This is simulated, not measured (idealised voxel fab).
This is a process module. Its name is voxel ribs on slabs.
The figure presents cross-section cut, which has a width of 285 nm and is divided into square cells with an edge length of 5 nm.
Each cross-section below is a grid of square cells, stated as bands in top-down order, with one or more rows of cells making up each band. Top height, bottom height, nm. Materials left to right, width each, nm. Single material + "edge to edge" = fills band edge to edge. "air" = empty. Heads up on the height convention: 0 is the point under which the incoming wafer is all one material, and the lowest band has no bottom, it just keeps going down, like "z 0 and below". Width spec "30->40" -> top row of cells at first value, bottom row at second value, equal per-row change in between. It should be understood that the words "nothing was modified", when stated for a given step, signify that the cross-section underwent no change in any of its cells during that step. Look at "Enclosed voids" for the closed voids: empty spaces with no open path to the top, sized 8 cells or up. Each is width x height at distance, distance from the left edge, all nm. Note: text after step settings on the step line = simulator remark on that step. overlay nm, on a step with a mask: how far to the right of its planned place the mask lay; to the left if negative.
## Steps planned for the process
1. RECEIVE,material Si
2. DIRECTIONAL_DEP,material SiO2,thk nm 25
3. DIRECTIONAL_DEP,material SiN,thk nm 15
4. PATTERN,tone cover,mask id RIB,material resist,width nm 30,thk nm 15,overlay nm 0
5. DIRECTIONAL_ETCH,etch materials SiN,depth nm 10
6. STRIP,etch materials resist
7. MASKED_ETCH,tone cover,mask id SLAB,width nm 70,etch materials SiN,depth nm 5,overlay nm 0
8. FILL_DEP,material SiO2,thk nm 25
9. CMP,height nm 60
10. DIRECTIONAL_DEP,material TiN,thk nm 10
11. DIRECTIONAL_DEP,material aC,thk nm 10
12. PATTERN,tone cover,mask id HEATER,material resist,width nm 40,thk nm 30,overlay nm 0
13. DIRECTIONAL_ETCH,etch materials aC,depth nm 10
14. STRIP,etch materials resist
15. DIRECTIONAL_ETCH,etch materials TiN,depth nm 10
16. STRIP,etch materials aC
17. CONFORMAL_DEP,material SiN,thk nm 5
## On the first of the two wafers: run conducted according to plan
## Wafer at receipt (post step 1), cross-section
z 0 and below: Si edge to edge
Enclosed voids: none
## The wafer, seen in cross-section, after step 2
z 25 to 0: SiO2 edge to edge
Anything lower than 0 is untouched.
## The wafer, seen in cross-section, after step 3
z 40 to 25: SiN edge to edge
Anything lower than 25 is untouched.
## The wafer, seen in cross-section, after step 4
z 55 to 40: air: 125 / resist: 30 / air: 130
Anything lower than 40 is untouched.
## The wafer, seen in cross-section, after step 5
z 55 to 40: air: 125 / resist: 30 / air: 130
z 40 to 30: air: 125 / SiN: 30 / air: 130
Anything lower than 30 is untouched.
## The wafer, seen in cross-section, after step 6
z 40 to 30: air: 125 / SiN: 30 / air: 130
Anything lower than 30 is untouched.
## The wafer, seen in cross-section, after step 7
z 40 to 30: air: 125 / SiN: 30 / air: 130
z 30 to 25: air: 105 / SiN: 70 / air: 110
Anything lower than 25 is untouched.
## The wafer, seen in cross-section, after step 8
z 65 to 40: SiO2 edge to edge
z 40 to 30: SiO2: 125 / SiN: 30 / SiO2: 130
z 30 to 25: SiO2: 105 / SiN: 70 / SiO2: 110
Anything lower than 25 is untouched.
## The wafer, seen in cross-section, after step 9
z 60 to 40: SiO2 edge to edge
Anything lower than 40 is untouched.
## The wafer, seen in cross-section, after step 10
z 70 to 60: TiN edge to edge
Anything lower than 60 is untouched.
## The wafer, seen in cross-section, after step 11
z 80 to 70: aC edge to edge
Anything lower than 70 is untouched.
## The wafer, seen in cross-section, after step 12
z 110 to 80: air: 120 / resist: 40 / air: 125
Anything lower than 80 is untouched.
## The wafer, seen in cross-section, after step 13
z 100 to 80: air: 120 / resist: 40 / air: 125
z 80 to 70: air: 120 / aC: 40 / air: 125
Anything lower than 70 is untouched.
## The wafer, seen in cross-section, after step 14
z 80 to 70: air: 120 / aC: 40 / air: 125
Anything lower than 70 is untouched.
## The wafer, seen in cross-section, after step 15
z 80 to 70: air: 120 / aC: 40 / air: 125
z 70 to 60: air: 120 / TiN: 40 / air: 125
Anything lower than 60 is untouched.
## The wafer, seen in cross-section, after step 16
z 70 to 60: air: 120 / TiN: 40 / air: 125
Anything lower than 60 is untouched.
## The wafer, seen in cross-section, after step 17
z 75 to 70: air: 115 / SiN: 50 / air: 120
z 70 to 65: air: 115 / SiN: 5 / TiN: 40 / SiN: 5 / air: 120
z 65 to 60: SiN: 120 / TiN: 40 / SiN: 125
Anything lower than 60 is untouched.
## Second wafer, same starting conditions and recipe as the first, one mistake in executing it, nothing differs from the first up to and including step 6
## when step 7 should have ended
z 40 to 30: air: 125 / SiN: 30 / air: 130
z 30 to 25: air: 105 / SiN: 75 / air: 105
Anything lower than 25 is untouched.
## when step 8 should have ended
z 65 to 40: SiO2 edge to edge
z 40 to 30: SiO2: 125 / SiN: 30 / SiO2: 130
z 30 to 25: SiO2: 105 / SiN: 75 / SiO2: 105
Anything lower than 25 is untouched.
## when step 9 should have ended
z 60 to 40: SiO2 edge to edge
Anything lower than 40 is untouched.
## when step 10 should have ended
z 70 to 60: TiN edge to edge
Anything lower than 60 is untouched.
## when step 11 should have ended
z 80 to 70: aC edge to edge
Anything lower than 70 is untouched.
## when step 12 should have ended
z 110 to 80: air: 120 / resist: 40 / air: 125
Anything lower than 80 is untouched.
## when step 13 should have ended
z 100 to 80: air: 120 / resist: 40 / air: 125
z 80 to 70: air: 120 / aC: 40 / air: 125
Anything lower than 70 is untouched.
## when step 14 should have ended
z 80 to 70: air: 120 / aC: 40 / air: 125
Anything lower than 70 is untouched.
## when step 15 should have ended
z 80 to 70: air: 120 / aC: 40 / air: 125
z 70 to 60: air: 120 / TiN: 40 / air: 125
Anything lower than 60 is untouched.
## when step 16 should have ended
z 70 to 60: air: 120 / TiN: 40 / air: 125
Anything lower than 60 is untouched.
## when step 17 should have ended
z 75 to 70: air: 115 / SiN: 50 / air: 120
z 70 to 65: air: 115 / SiN: 5 / TiN: 40 / SiN: 5 / air: 120
z 65 to 60: SiN: 120 / TiN: 40 / SiN: 125
Anything lower than 60 is untouched.
Where did the run depart from the plan? note that step 7 departed from the planned setting and was carried out as MASKED_ETCH,tone cover,mask id SLAB,width nm 75,etch materials SiN,depth nm 5,overlay nm 0
Per the end-of-run cell counts, the second wafer holds more or fewer of some materials than the first: 1 more of SiN, 1 fewer of SiO2
